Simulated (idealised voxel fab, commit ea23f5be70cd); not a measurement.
Proc. module: voxel fin reveal
Xsec cut, 245 nm wide, square cell size 5 nm.
How to read a cross-section here: the picture is a grid of square cells, written as bands going from the top down, and any band can span one or more rows of cells.
Within each band entry, the heights of the top and of the bottom of the band appear first, in that order and in nm; the materials of the band then follow from left to right, each with its corresponding width in nm. The designation "edge to edge" on a single material indicates that it fills the band from edge to edge; the designation "blank" indicates empty space.
Where do heights start? At 0: under that level the wafer as delivered is made of one material only. And the lowest band has no floor; it just carries on downward, as in "z 0 and below".
The two numbers in a width such as "30..40" mark its ends across the band: the first belongs to the top row of cells, the second to the bottom row, and from each row to the next the width moves by the same amount.
The designation "no alteration", where it is given for a processing step, indicates that no cell of the cross-section was altered in the course of that step.
For the entry "Listed closed voids", the listed items are empty spaces with no open way to the top whose size is 8 cells or more; each item follows the pattern width x height at distance, where distance is from the left edge and all three are in nm.
Anything after a step's settings on that line? It's the simulator's own note about the step.
The line of a step may include "overlay nm". On a step with a mask, this value is how far to the right of its planned place the mask lay. A negative value means the mask lay to the left.

HERE'S WHAT THE PLANNED PROCESS STEPS LOOK LIKE
1 RECEIVE with material Si
2 CONFORMAL_DEP with material SiN, thk nm 10
3 PATTERN with tone cover, mask id FINS, material resist, width nm 15, pitch nm 40, thk nm 15, overlay nm 0
4 DIRECTIONAL_ETCH with etch materials SiN, depth nm 10
5 DIRECTIONAL_ETCH with etch materials Si, depth nm 40
6 STRIP with etch materials resist
7 OXIDIZE with depth nm 5
8 FILL_DEP with material SiO2, thk nm 10
9 CMP with height nm 10
10 SELECTIVE_ETCH with etch materials SiO2, depth nm 35
11 STRIP with etch materials SiN
12 CONFORMAL_DEP with material HfO2, thk nm 5

SO THIS IS THE INCOMING WAFER IN CROSS-SECTION - IT'S ALREADY BEEN THROUGH STEP 1
* z 0 and below | Si edge to edge
* Listed closed voids: none

WAFER CROSS-SECTION AT END OF MODULE: START AND PLAN AS SHOWN ABOVE, ONE EXECUTION ERROR
* z 5 to 0 | 85 blank / 15 HfO2 / 25 blank / 15 HfO2 / 25 blank / 15 HfO2 / 65 blank
* z 0 to -20 | 85 blank / 5 HfO2 / 5 Si / 5 HfO2 / 25 blank / 5 HfO2 / 5 Si / 5 HfO2 / 25 blank / 5 HfO2 / 5 Si / 5 HfO2 / 65 blank
* z -20 to -25 | 90 HfO2 / 5 Si / 35 HfO2 / 5 Si / 35 HfO2 / 5 Si / 70 HfO2
* z -25 to -45 | 90 SiO2 / 5 Si / 35 SiO2 / 5 Si / 35 SiO2 / 5 Si / 70 SiO2
* z -45 and below | Si edge to edge
* Listed closed voids: none
Against the plan, the run slipped here: step 3 did not use the planned setting and instead ran as PATTERN with tone cover, mask id FINS, material resist, width nm 15, pitch nm 40, thk nm 15, overlay nm 10
